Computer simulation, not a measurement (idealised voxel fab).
The document below concerns the process module designated voxel air gaps.
Each square cell in cross-section cut measures 5 nm, and the section as a whole is 240 nm wide.
Cross-section spec: square-cell grid; bands listed top down; each band is one or more rows. Quick guide to a band line: top height, bottom height (nm) up front; then every material left to right with its width in nm. Only one material and it's marked "edge to edge"? Then it fills the band edge to edge. And "air" just means empty space. Height reference: 0 = level under which incoming wafer is all one material. Lowest band: no bottom, runs on downward, e.g. "0 and below". You'd read "30->40" like this: the band's top row of cells is as wide as the first number, its bottom row is as wide as the second, and going down, every row changes width by the same amount as the row before did. No cell of the cross-section changed in a step that is given as "identical to before". If an empty space has no open way to the top and is at least 8 cells in size, "Closed cavities" lists it, written width x height at distance, where distance is measured from the left edge and every value is in nm. Step line, after settings: the simulator's comment on this step. overlay nm: for a step with a mask, the amount by which the mask lay right of where it was planned; a negative amount means left of it.
The steps planned for the process are as follows
1: RECEIVE [material Si]
2: CONFORMAL_DEP [material SiO2] [thk nm 15]
3: CONFORMAL_DEP [material SiCN] [thk nm 5]
4: DIRECTIONAL_DEP [material SiO2] [thk nm 30]
5: PATTERN [tone open] [mask id LINES] [material resist] [width nm 20] [pitch nm 45] [thk nm 20] [overlay nm 0]
6: DIRECTIONAL_ETCH [etch materials SiO2] [depth nm 30]
7: STRIP [etch materials resist]
8: CONFORMAL_DEP [material TiN] [thk nm 5]
9: FILL_DEP [material W] [thk nm 10]
10: CMP [height nm 50]
11: EPI [material Ru] [thk nm 10]
12: SELECTIVE_ETCH [etch materials SiO2] [depth nm 40]
13: CONFORMAL_DEP [material SiCN] [thk nm 5]
As-received state of the wafer in cross-section, equivalent to post-step 1
- 0 and below: Si edge to edge
- Closed cavities: none
Cross-sectional view of the first of the two wafers upon completion of the module, processed in accordance with the plan
- 65 down to 60: 25 of air; 185 of SiCN; 30 of air
- 60 down to 50: 25 of air; 5 of SiCN; 40 of Ru; 5 of SiCN; 40 of Ru; 5 of SiCN; 40 of Ru; 5 of SiCN; 40 of Ru; 5 of SiCN; 30 of air
- 50 down to 45: 25 of air; 15 of SiCN; 5 of TiN; 10 of W; 5 of TiN; 25 of SiCN; 5 of TiN; 10 of W; 5 of TiN; 25 of SiCN; 5 of TiN; 10 of W; 5 of TiN; 25 of SiCN; 5 of TiN; 10 of W; 5 of TiN; 15 of SiCN; 30 of air
- 45 down to 25: 35 of air; 5 of SiCN; 5 of TiN; 10 of W; 5 of TiN; 5 of SiCN; 15 of air; 5 of SiCN; 5 of TiN; 10 of W; 5 of TiN; 5 of SiCN; 15 of air; 5 of SiCN; 5 of TiN; 10 of W; 5 of TiN; 5 of SiCN; 15 of air; 5 of SiCN; 5 of TiN; 10 of W; 5 of TiN; 5 of SiCN; 40 of air
- 25 down to 20: 40 of SiCN; 20 of TiN; 25 of SiCN; 20 of TiN; 25 of SiCN; 20 of TiN; 25 of SiCN; 20 of TiN; 45 of SiCN
- 20 down to 15: SiCN edge to edge
- 15 down to 0: SiO2 edge to edge
- 0 and below: Si edge to edge
- Closed cavities: 15 x 20 at 65; 15 x 20 at 110; 15 x 20 at 155
The second wafer, shown in cross-section after the module: started the same way as the first and given the same plan, yet one mistake crept into how it was run
- 80 down to 75: SiCN edge to edge
- 75 down to 65: Ru edge to edge
- 65 down to 55: W edge to edge
- 55 down to 50: 45 of TiN; 10 of W; 35 of TiN; 10 of W; 35 of TiN; 10 of W; 35 of TiN; 10 of W; 50 of TiN
- 50 down to 25: 40 of SiO2; 5 of TiN; 10 of W; 5 of TiN; 25 of SiO2; 5 of TiN; 10 of W; 5 of TiN; 25 of SiO2; 5 of TiN; 10 of W; 5 of TiN; 25 of SiO2; 5 of TiN; 10 of W; 5 of TiN; 45 of SiO2
- 25 down to 20: 40 of SiO2; 20 of TiN; 25 of SiO2; 20 of TiN; 25 of SiO2; 20 of TiN; 25 of SiO2; 20 of TiN; 45 of SiO2
- 20 down to 15: SiCN edge to edge
- 15 down to 0: SiO2 edge to edge
- 0 and below: Si edge to edge
- Closed cavities: none
Processing error: no execution of plan step 10; skipped
The second wafer ends with more or fewer cells of some materials than the first, per final count: +32 Ru; -84 SiCN; +192 SiO2; +40 TiN; +104 W
So at the end we're looking at 3 closed voids on the first wafer and 0 on the second.
